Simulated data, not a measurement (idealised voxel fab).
The document below concerns the process module designated voxel ribs on slabs.
Section shown: cut. Width: 290 nm. Cell size: 5 nm, square.
Cross-section format: a grid of square cells, given as bands from top to bottom; each band is one or more rows of cells.
The band entry comprises the height of the band's top followed by the height of its bottom, expressed in nm, and subsequently the band's materials from left to right, each stated together with its width in nm. Where a single material is marked with the word "full width", that material fills the band from edge to edge. The word "empty" represents empty space.
Heads up on the height convention: 0 is the point under which the incoming wafer is all one material, and the lowest band has no bottom, it just keeps going down, like "0..down".
It should be noted that a width expressed as "30..40" varies in equal increments from row to row of cells within the band, taking the value of the first number at the top row and that of the second number at the bottom row.
"nothing changed" after a step means that no cell of the cross-section changed.
Look at "Fully closed voids" for the closed voids: empty spaces with no open path to the top, sized 8 cells or up. Each is width x height at distance, distance from the left edge, all nm.
The remark found on a step's line after its settings is issued by the simulator itself and pertains to that step.
overlay nm: right-of-plan distance of the mask on a masked step; negative values mean left-of-plan.

SO HERE'S THE LINEUP OF PROCESS STEPS WE PLANNED
1,RECEIVE with material Si
2,DIRECTIONAL_DEP with material SiO2, thk nm 25
3,DIRECTIONAL_DEP with material polySi, thk nm 20
4,PATTERN with tone cover, mask id RIB, material resist, width nm 20, thk nm 15, overlay nm 0
5,DIRECTIONAL_ETCH with etch materials polySi, depth nm 15
6,STRIP with etch materials resist
7,PATTERN with tone cover, mask id SLAB, material resist, width nm 80, thk nm 15, overlay nm 0
8,DIRECTIONAL_ETCH with etch materials polySi, depth nm 5
9,STRIP with etch materials resist
10,FILL_DEP with material SiO2, thk nm 15
11,CMP with height nm 55
12,DIRECTIONAL_DEP with material W, thk nm 10
13,MASKED_ETCH with tone cover, mask id HEATER, width nm 30, etch materials W, depth nm 10, overlay nm 0
14,CONFORMAL_DEP with material SiN, thk nm 5

CROSS-SECTION: WAFER ON ARRIVAL = AFTER STEP 1
- 0..down: Si full width
- Fully closed voids: none

HERE'S THE CROSS-SECTION OF THE FIRST OF OUR TWO WAFERS AT THE END OF THE MODULE - IT RAN AS PLANNED
- 70..65: empty 125; SiN 40; empty 125
- 65..60: empty 125; SiN 5; W 30; SiN 5; empty 125
- 60..55: SiN 130; W 30; SiN 130
- 55..45: SiO2 full width
- 45..30: SiO2 135; polySi 20; SiO2 135
- 30..25: SiO2 105; polySi 80; SiO2 105
- 25..0: SiO2 full width
- 0..down: Si full width
- Fully closed voids: none

SECOND OF TWO WAFERS, MODULE COMPLETE, SECTIONED: IT SHARES THE FIRST WAFER'S START AND PLAN BUT WAS RUN WITH ONE MISTAKE
- 70..65: empty 125; SiN 40; empty 125
- 65..60: empty 125; SiN 5; W 30; SiN 5; empty 125
- 60..55: SiN 130; W 30; SiN 130
- 55..45: SiO2 full width
- 45..30: SiO2 140; polySi 15; SiO2 135
- 30..25: SiO2 105; polySi 80; SiO2 105
- 25..0: SiO2 full width
- 0..down: Si full width
- Fully closed voids: none
The mistake made against the process plan was this: it should be noted that step 4 was executed with settings other than those planned, the operation and settings actually applied being PATTERN with tone cover, mask id RIB, material resist, width nm 15, thk nm 15, overlay nm 0
Final difference in cells, second wafer against first, listed per material as more or fewer: SiO2: 3 more; polySi: 3 fewer
